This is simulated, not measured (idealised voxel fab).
Process module name: voxel capacitor over wiring
It is cross-section cut that appears here, measuring 230 nm in width, its square cells being 5 nm in size.
Just so we're on the same page, the cross-sections are grids of square cells, and they're listed out in bands top to bottom, each band one or more rows deep. The band entry comprises the height of the band's top followed by the height of its bottom, expressed in nm, and subsequently the band's materials from left to right, each stated together with its width in nm. Where a single material is marked with the word "throughout", that material fills the band from edge to edge. The word "blank" represents empty space. Height datum 0, below which the as-received substrate wafer is one material. Lowest band open at the bottom, running downward: "0 nm and below". A width given as "30 to 40" starts at the first number in the band's top row and ends at the second number in its bottom row, shifting by an equal amount at every step from row to row. "nothing changed" means the step left every cell of the cross-section as it was. The entry titled "Sealed cavities" provides the empty spaces that have no open way to the top, restricted to those of 8 cells or more. Each is presented as width x height at distance, the distance being measured from the left edge, with all three in nm. Whatever follows a step's settings on its line is a remark the simulator itself makes about that step. On any step carrying a mask, the "overlay nm" setting, if present on the step's line, tells how far right of its planned place the mask lay; negative values point to the left.

# Process steps (planned)
1,RECEIVE [material Si]
2,CONFORMAL_DEP [material SiO2] [thk nm 15]
3,CONFORMAL_DEP [material SiCN] [thk nm 5]
4,DIRECTIONAL_DEP [material lowk] [thk nm 25]
5,DIRECTIONAL_DEP [material aC] [thk nm 15]
6,PATTERN [tone open] [mask id METAL_1] [material resist] [width nm 25] [pitch nm 95] [thk nm 35] [overlay nm 0]
7,DIRECTIONAL_ETCH [etch materials aC] [depth nm 15]
8,STRIP [etch materials resist]
9,DIRECTIONAL_ETCH [etch materials lowk] [depth nm 25]
10,DIRECTIONAL_ETCH [etch materials SiCN] [depth nm 5]
11,STRIP [etch materials aC]
12,CONFORMAL_DEP [material TiN] [thk nm 5]
13,FILL_DEP [material Ru] [thk nm 5]
14,CMP [height nm 45]
15,CONFORMAL_DEP [material SiCN] [thk nm 5]
16,DIRECTIONAL_DEP [material lowk] [thk nm 15]
17,DIRECTIONAL_DEP [material aC] [thk nm 15]
18,PATTERN [tone open] [mask id PLUG_1] [material resist] [width nm 15] [thk nm 30] [overlay nm 0]
19,DIRECTIONAL_ETCH [etch materials aC] [depth nm 15]
20,STRIP [etch materials resist]
21,DIRECTIONAL_ETCH [etch materials lowk] [depth nm 15]
22,DIRECTIONAL_ETCH [etch materials SiCN] [depth nm 5]
23,STRIP [etch materials aC]
24,CONFORMAL_DEP [material TiN] [thk nm 5]
25,FILL_DEP [material W] [thk nm 5]
26,CMP [height nm 65]
27,DIRECTIONAL_DEP [material TiN] [thk nm 5]
28,DIRECTIONAL_DEP [material Al2O3] [thk nm 5]
29,DIRECTIONAL_DEP [material TiN] [thk nm 5]
30,DIRECTIONAL_DEP [material aC] [thk nm 10]
31,PATTERN [tone cover] [mask id UPPER_PLATE] [material resist] [width nm 75] [thk nm 30] [overlay nm 0]
32,DIRECTIONAL_ETCH [etch materials aC] [depth nm 10]
33,STRIP [etch materials resist]
34,DIRECTIONAL_ETCH [etch materials TiN] [depth nm 5]
35,DIRECTIONAL_ETCH [etch materials Al2O3] [depth nm 5]
36,STRIP [etch materials aC]
37,MASKED_ETCH [tone cover] [mask id LOWER_PLATE] [width nm 85] [etch materials TiN] [depth nm 5] [overlay nm 0]
38,FILL_DEP [material SiO2] [thk nm 20]
39,CMP [height nm 95]
40,PATTERN [tone open] [mask id PLUG_2] [material resist] [width nm 15] [thk nm 15] [overlay nm 0]
41,DIRECTIONAL_ETCH [etch materials SiO2] [depth nm 15]
42,STRIP [etch materials resist]
43,CONFORMAL_DEP [material TiN] [thk nm 5]
44,FILL_DEP [material Cu] [thk nm 5]
45,CMP [height nm 95]
46,CONFORMAL_DEP [material SiCN] [thk nm 5]

# Cross-sectional view of the wafer in its as-received condition, corresponding to the state after step 1
* 0 nm and below: Si throughout
* Sealed cavities: none

# End-of-module XS, first of two wafers, run as planned
* 100 nm to 95 nm: SiCN throughout
* 95 nm to 85 nm: SiO2 75 nm  TiN 5 nm  Cu 5 nm  TiN 5 nm  SiO2 140 nm
* 85 nm to 75 nm: SiO2 75 to 65 nm  TiN 15 to 75 nm  SiO2 140 to 90 nm
* 75 nm to 70 nm: SiO2 65 nm  Al2O3 75 nm  SiO2 90 nm
* 70 nm to 65 nm: SiO2 60 nm  TiN 85 nm  SiO2 85 nm
* 65 nm to 50 nm: lowk 65 nm  TiN 5 nm  W 5 nm  TiN 5 nm  lowk 150 nm
* 50 nm to 45 nm: SiCN 65 nm  TiN 15 nm  SiCN 150 nm
* 45 nm to 20 nm: lowk 55 nm  TiN 5 nm  Ru 15 nm  TiN 5 nm  lowk 70 nm  TiN 5 nm  Ru 15 nm  TiN 5 nm  lowk 55 nm
* 20 nm to 15 nm: SiCN 55 nm  TiN 25 nm  SiCN 70 nm  TiN 25 nm  SiCN 55 nm
* 15 nm to 0 nm: SiO2 throughout
* 0 nm and below: Si throughout
* Sealed cavities: none

# Cross-section, second wafer: same start as the first, same plan as the first, one mistake in running it; taken at the end of the module
* 100 nm to 95 nm: SiCN throughout
* 95 nm to 85 nm: SiO2 75 nm  TiN 5 nm  Cu 5 nm  TiN 5 nm  SiO2 140 nm
* 85 nm to 80 nm: SiO2 75 nm  TiN 15 nm  SiO2 140 nm
* 80 nm to 75 nm: SiO2 60 nm  TiN 5 nm  SiO2 75 nm  TiN 5 nm  SiO2 85 nm
* 75 nm to 70 nm: Al2O3 65 nm  SiO2 75 nm  Al2O3 90 nm
* 70 nm to 65 nm: TiN throughout
* 65 nm to 50 nm: lowk 65 nm  TiN 5 nm  W 5 nm  TiN 5 nm  lowk 150 nm
* 50 nm to 45 nm: SiCN 65 nm  TiN 15 nm  SiCN 150 nm
* 45 nm to 20 nm: lowk 55 nm  TiN 5 nm  Ru 15 nm  TiN 5 nm  lowk 70 nm  TiN 5 nm  Ru 15 nm  TiN 5 nm  lowk 55 nm
* 20 nm to 15 nm: SiCN 55 nm  TiN 25 nm  SiCN 70 nm  TiN 25 nm  SiCN 55 nm
* 15 nm to 0 nm: SiO2 throughout
* 0 nm and below: Si throughout
* Sealed cavities: none
Against the plan, the run slipped here: step 31 was not run as planned; what actually ran was PATTERN [tone open] [mask id UPPER_PLATE] [material resist] [width nm 75] [thk nm 30] [overlay nm 0]
At the finish, the second wafer shows more or fewer cells for some materials than the first does: Al2O3 +16 | SiO2 -32 | TiN +16
